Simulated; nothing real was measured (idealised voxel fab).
process module | voxel plated lines
cross-section cut | 165 nm wide | cells 5 nm
A cross-section is a grid of square cells, given in bands from the top down. A band is one or more rows of cells.
Each band's line starts with the height of the band's top and of its bottom, in nm. Then come its materials from left to right, each with its width in nm. One material with "throughout" fills the band from edge to edge. "air" is empty space.
Height 0 is the level under which the wafer as received is all one material. The lowest band goes on downwards, as in "0 down".
A width such as "30 to 40" changes by the same amount from each row of cells to the next, from the band's top row to its bottom row.
"no change" after a step means that no cell of the cross-section changed.
closed voids: empty space of 8 cells or more with no open way to the top, each as width x height at its distance from the left edge, in nm
after a step's settings: what the simulator itself notes on the step
overlay nm, on a step with a mask: how far to the right of its planned place the mask lay; to the left if negative
plan
1 op RECEIVE | material Si
2 op CONFORMAL_DEP | material Al2O3 | thk nm 10
3 op DIRECTIONAL_DEP | material TiN | thk nm 5
4 op PATTERN | tone open | mask id LINES | material resist | width nm 15 | pitch nm 40 | thk nm 35 | overlay nm 0
5 op EPI | material Ru | thk nm 5
6 op EPI | material Ru | thk nm 10
7 op EPI | material Ru | thk nm 10
8 op STRIP | etch materials resist
9 op DIRECTIONAL_ETCH | etch materials TiN | depth nm 5
10 op CONFORMAL_DEP | material SiO2 | thk nm 10
as received, after step 1
  0 down: Si throughout
  closed voids: none
a wafer at the end: this start, this plan, one mistake
  50 to 40: air 35 | SiO2 35 | air 5 | SiO2 35 | air 5 | SiO2 35 | air 15
  40 to 20: air 35 | SiO2 10 | Ru 15 | SiO2 10 | air 5 | SiO2 10 | Ru 15 | SiO2 10 | air 5 | SiO2 10 | Ru 15 | SiO2 10 | air 15
  20 to 15: SiO2 45 | Ru 15 | SiO2 25 | Ru 15 | SiO2 25 | Ru 15 | SiO2 25
  15 to 10: SiO2 45 | TiN 15 | SiO2 25 | TiN 15 | SiO2 25 | TiN 15 | SiO2 25
  10 to 0: Al2O3 throughout
  0 down: Si throughout
  closed voids: none
what went wrong: step 4 ran as: op PATTERN | tone open | mask id LINES | material resist | width nm 15 | pitch nm 40 | thk nm 35 | overlay nm 10
